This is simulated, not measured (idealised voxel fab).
Presented below is a process module, voxel trench capacitor.
Section shown: cut. Width: 160 nm. Cell size: 5 nm, square.
Square cells in a grid make up a cross-section in this document, and the grid is given as bands, listed from the top down, each one or more rows of cells. The band entry comprises the height of the band's top followed by the height of its bottom, expressed in nm, and subsequently the band's materials from left to right, each stated together with its width in nm. Where a single material is marked with the word "edge to edge", that material fills the band from edge to edge. The word "air" represents empty space. The level at which height equals 0 is the one under which the wafer, as it arrives, is entirely one material. No lower edge exists for the bottom band, which continues downward and is notated as in "0..down". Width "30 to 40": first value at the band's top row of cells, second value at its bottom row, equal change from row to row. "same as before", as given for a step, is the statement that not any cell of the cross-section underwent a change during that step. Look at "closed voids" for the closed voids: empty spaces with no open path to the top, sized 8 cells or up. Each is width x height at distance, distance from the left edge, all nm. Where a step's line continues beyond its settings, the continuation is a remark by the simulator itself on that step. "overlay nm" denotes, for a step that has a mask, the displacement of the mask to the right of its planned place, with negative values corresponding to the left.
**The steps planned for the process are as follows**
| 1 | RECEIVE [material Si] |
| 2 | CONFORMAL_DEP [material SiN] [thk nm 5] |
| 3 | DIRECTIONAL_DEP [material aC] [thk nm 15] |
| 4 | PATTERN [tone open] [mask id TRENCH] [material resist] [width nm 25] [pitch nm 45] [thk nm 35] [overlay nm 0] |
| 5 | DIRECTIONAL_ETCH [etch materials aC] [depth nm 15] |
| 6 | STRIP [etch materials resist] |
| 7 | DIRECTIONAL_ETCH [etch materials SiN] [depth nm 5] |
| 8 | DIRECTIONAL_ETCH [etch materials Si] [depth nm 30] |
| 9 | STRIP [etch materials aC] |
| 10 | CONFORMAL_DEP [material Al2O3] [thk nm 5] |
| 11 | CONFORMAL_DEP [material TiN] [thk nm 5] |
| 12 | FILL_DEP [material W] [thk nm 10] |
| 13 | CMP [height nm 5] |
**Wafer at receipt (post step 1), cross-section**
	0..down = Si edge to edge
	closed voids: none
**Cross-sectional view of the first of the two wafers upon completion of the module, processed in accordance with the plan**
	5..0 = 45 nm SiN | 5 nm Al2O3 | 5 nm TiN | 5 nm W | 5 nm TiN | 5 nm Al2O3 | 20 nm SiN | 5 nm Al2O3 | 5 nm TiN | 5 nm W | 5 nm TiN | 5 nm Al2O3 | 45 nm SiN
	0..-20 = 45 nm Si | 5 nm Al2O3 | 5 nm TiN | 5 nm W | 5 nm TiN | 5 nm Al2O3 | 20 nm Si | 5 nm Al2O3 | 5 nm TiN | 5 nm W | 5 nm TiN | 5 nm Al2O3 | 45 nm Si
	-20..-25 = 45 nm Si | 5 nm Al2O3 | 15 nm TiN | 5 nm Al2O3 | 20 nm Si | 5 nm Al2O3 | 15 nm TiN | 5 nm Al2O3 | 45 nm Si
	-25..-30 = 45 nm Si | 25 nm Al2O3 | 20 nm Si | 25 nm Al2O3 | 45 nm Si
	-30..down = Si edge to edge
	closed voids: none
**Same start, same plan as the first wafer - but one mistake in the run. Cross-section of the second of the two at the end of the module**
	5..0 = 45 nm SiN | 5 nm Al2O3 | 5 nm TiN | 5 nm W | 5 nm TiN | 5 nm Al2O3 | 20 nm SiN | 5 nm Al2O3 | 5 nm TiN | 5 nm W | 5 nm TiN | 5 nm Al2O3 | 45 nm SiN
	0..-50 = 45 nm Si | 5 nm Al2O3 | 5 nm TiN | 5 nm W | 5 nm TiN | 5 nm Al2O3 | 20 nm Si | 5 nm Al2O3 | 5 nm TiN | 5 nm W | 5 nm TiN | 5 nm Al2O3 | 45 nm Si
	-50..-55 = 45 nm Si | 5 nm Al2O3 | 15 nm TiN | 5 nm Al2O3 | 20 nm Si | 5 nm Al2O3 | 15 nm TiN | 5 nm Al2O3 | 45 nm Si
	-55..-60 = 45 nm Si | 25 nm Al2O3 | 20 nm Si | 25 nm Al2O3 | 45 nm Si
	-60..down = Si edge to edge
	closed voids: none
So what did we get wrong on this run? it should be noted that step 8 of the plan was executed twice
Bottom line after processing is that, in cells, the second wafer is up or down on some materials versus the first: 24 more of Al2O3, 60 fewer of Si, 24 more of TiN, 12 more of W
